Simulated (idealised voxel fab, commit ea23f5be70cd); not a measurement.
Herein follows the process module entitled voxel transistor to metal.
The cross-section shown here is cut; it is 185 nm wide and divided into square cells measuring 5 nm on a side.
Bands, listed from the top down, are how a cross-section gets written in this document; the cross-section itself is a grid of square cells, and a band is one or more rows of them.
Band entry format. Leading values: height of top, height of bottom, nm. Remainder: materials in left-to-right order, each with its width in nm. Special words: "throughout" on a single material, which then fills the band edge to edge; "empty", empty space.
It should be noted that heights are counted from 0, beneath which the wafer as supplied is of one material throughout, and that the lowest band possesses no lower boundary but continues downward, as written in "z 0 and below".
Note: "30..40" means the width goes from the first number (top row of the band) to the second number (bottom row) in equal steps per row of cells.
You'll sometimes find "nothing got changed" written for a step, and that's the way of saying that nowhere in the cross-section did a cell change during that step.
"Enclosed cavity list" lists enclosed empty spaces (at least 8 cells, no open path upward to the top), each as width x height at distance from the left edge, in nm.
Where a step's line continues beyond its settings, the continuation is a remark by the simulator itself on that step.
A step line may carry the setting "overlay nm", which, for steps involving a mask, states the distance by which the mask lay to the right of its intended position; negative values denote displacement to the left.
# So here's the lineup of process steps we planned
1: RECEIVE: material Si
2: CONFORMAL_DEP: material SiO2, thk nm 5
3: CONFORMAL_DEP: material SiN, thk nm 15
4: DIRECTIONAL_DEP: material aC, thk nm 15
5: PATTERN: tone cover, mask id ACTIVE, material resist, width nm 95, thk nm 30, overlay nm 0
6: DIRECTIONAL_ETCH: etch materials aC, depth nm 15
7: STRIP: etch materials resist
8: DIRECTIONAL_ETCH: etch materials SiN, depth nm 15
9: DIRECTIONAL_ETCH: etch materials SiO2, depth nm 5
10: DIRECTIONAL_ETCH: etch materials Si, depth nm 35
11: STRIP: etch materials aC
12: OXIDIZE: depth nm 5
13: FILL_DEP: material SiO2, thk nm 10
14: CMP: height nm 20
15: SELECTIVE_ETCH: etch materials SiO2, depth nm 15
16: STRIP: etch materials SiN
17: SELECTIVE_ETCH: etch materials SiO2, depth nm 5
18: OXIDIZE: depth nm 5
19: DIRECTIONAL_DEP: material polySi, thk nm 20
20: DIRECTIONAL_DEP: material SiCN, thk nm 10
21: MASKED_ETCH: tone cover, mask id GATE, width nm 25, etch materials SiCN, depth nm 20, overlay nm 0
22: MASKED_ETCH: tone cover, mask id GATE, width nm 25, etch materials polySi, depth nm 30, overlay nm 0
23: CONFORMAL_DEP: material SiN, thk nm 5
24: DIRECTIONAL_ETCH: etch materials SiN, depth nm 5
25: DIRECTIONAL_ETCH: etch materials SiO2, depth nm 5
26: DIRECTIONAL_ETCH: etch materials Si, depth nm 10
27: EPI: material SiGe, thk nm 10
28: FILL_DEP: material SiO2, thk nm 10
29: CMP: height nm 20
30: STRIP: etch materials polySi
31: SELECTIVE_ETCH: etch materials SiO2, depth nm 5
32: CONFORMAL_DEP: material HfO2, thk nm 5
33: CONFORMAL_DEP: material TiN, thk nm 5
34: FILL_DEP: material W, thk nm 10
35: CMP: height nm 15
36: DIRECTIONAL_DEP: material SiO2, thk nm 15
37: DIRECTIONAL_DEP: material aC, thk nm 15
38: PATTERN: tone open, mask id CONTACT, material resist, width nm 15, pitch nm 70, thk nm 35, overlay nm 0
39: DIRECTIONAL_ETCH: etch materials aC, depth nm 15
40: STRIP: etch materials resist
41: DIRECTIONAL_ETCH: etch materials SiO2, depth nm 35
42: STRIP: etch materials aC
43: CONFORMAL_DEP: material TiN, thk nm 5
44: FILL_DEP: material W, thk nm 10
45: CMP: height nm 30
46: DIRECTIONAL_DEP: material TiN, thk nm 5
47: DIRECTIONAL_DEP: material W, thk nm 25
48: MASKED_ETCH: tone cover, mask id METAL_1, width nm 15, pitch nm 70, etch materials W, depth nm 25, overlay nm 0
49: MASKED_ETCH: tone cover, mask id METAL_1, width nm 15, pitch nm 70, etch materials TiN, depth nm 5, overlay nm 0
50: CONFORMAL_DEP: material SiN, thk nm 5
51: FILL_DEP: material SiO2, thk nm 10
52: CMP: height nm 60
53: CONFORMAL_DEP: material SiCN, thk nm 5
# Cross-section of the wafer as it came to us, i.e., already through step 1
- z 0 and below | Si throughout
- Enclosed cavity list: none
# This is how the wafer looks in cross-section once the module is done, given the starting state and plan above and one mistake in carrying the plan out
- z 65 to 60 | SiCN throughout
- z 60 to 35 | SiO2 45; SiN 5; W 15; SiN 5; SiO2 45; SiN 5; W 15; SiN 5; SiO2 45
- z 35 to 30 | SiN 50; TiN 15; SiN 55; TiN 15; SiN 50
- z 30 to 15 | SiO2 45; TiN 5; W 15; TiN 5; SiO2 45; TiN 5; W 15; TiN 5; SiO2 45
- z 15 to 5 | SiO2 45; TiN 5; W 15..10; TiN 5..10; SiO2 5; SiN 5; HfO2 5; TiN 5; W 5; TiN 5; HfO2 5; SiN 5; SiO2 5; TiN 5..10; W 15..10; TiN 5; SiO2 45
- z 5 to 0 | SiO2 45; TiN 5; W 10; TiN 5; SiGe 10; SiN 5; HfO2 5; TiN 15; HfO2 5; SiN 5; SiGe 10; TiN 5; W 10; TiN 5; SiO2 45
- z 0 to -5 | SiO2 45; TiN 20; SiGe 10; HfO2 35; SiGe 10; TiN 20; SiO2 45
- z -5 to -15 | SiO2 50; SiGe 25; Si 35; SiGe 25; SiO2 50
- z -15 to -40 | SiO2 50; Si 85; SiO2 50
- z -40 and below | Si throughout
- Enclosed cavity list: none
Heads up, the wafer didn't run the way we planned it: step 38 was not run as planned; what actually ran was PATTERN: tone open, mask id CONTACT, material resist, width nm 25, pitch nm 70, thk nm 35, overlay nm 0
